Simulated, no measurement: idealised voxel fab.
Module name: voxel released beams (process module)
Each square cell in cross-section cut measures 5 nm, and the section as a whole is 180 nm wide.
Cross-section spec: square-cell grid; bands listed top down; each band is one or more rows. What a band's entry tells you: where the top is and where the bottom is, as heights in nm, and after that what lies inside, material by material from left to right, each with its width in nm. Empty space is written as the word "empty", and a single material marked with the word "everywhere" occupies the band from edge to edge. Ref level 0: as-received wafer is one material below here. Bottom band extends down with no lower bound ("0 down"). A two-number width, for instance "30..40", indicates that the width is equal to the first number in the top row of the band and to the second number in the bottom row, and that it changes by a constant amount per row of cells. Where a step carries "no modification", the cross-section came out of it unchanged, cell for cell. Any empty space of 8 cells or more lacking an open way to the top shows up in "Enclosed internal cavities" as width x height at distance, distance from the left edge, in nm. What comes after the settings on a step's line is commentary from the simulator itself on that step. You can add "overlay nm" to a step's line. For a step with a mask, it describes how far the mask lay to the right of its planned position, and a negative number describes a lay to the left.

**Process steps (planned)**
- 1: RECEIVE [material Si]
- 2: CONFORMAL_DEP [material Al2O3] [thk nm 5]
- 3: DIRECTIONAL_DEP [material SiO2] [thk nm 20]
- 4: MASKED_ETCH [tone open] [mask id ANCHOR] [width nm 40] [etch materials SiO2] [depth nm 20] [overlay nm 0]
- 5: CONFORMAL_DEP [material SiN] [thk nm 15]
- 6: PATTERN [tone cover] [mask id BEAM] [material resist] [width nm 105] [thk nm 15] [overlay nm 0]
- 7: DIRECTIONAL_ETCH [etch materials SiN] [depth nm 15]
- 8: STRIP [etch materials resist]
- 9: STRIP [etch materials SiO2]

**Wafer cross-section on receipt, i.e. after step 1**
> 0 down: Si everywhere
> Enclosed internal cavities: none

**As-planned run: cross-section of the first of two wafers at end of module**
> 40 to 25: empty (35) | SiN (20) | empty (10) | SiN (75) | empty (40)
> 25 to 20: empty (40) | SiN (15) | empty (10) | SiN (15) | empty (100)
> 20 to 5: empty (40) | SiN (40) | empty (100)
> 5 to 0: Al2O3 everywhere
> 0 down: Si everywhere
> Enclosed internal cavities: none

**This cross-section belongs to the second wafer of two at the end of the module; the start and the plan were shared with the first, and the run included one mistake**
> 35 to 20: empty (35) | SiN (20) | empty (10) | SiN (75) | empty (40)
> 20 to 15: empty (40) | SiN (15) | empty (10) | SiN (15) | empty (100)
> 15 to 0: empty (40) | SiN (40) | empty (100)
> 0 down: Si everywhere
> Enclosed internal cavities: none
Deviation noted in wafer processing: plan step 2 never ran because it was skipped
Final difference in cells, second wafer against first, listed per material as more or fewer: -36 Al2O3
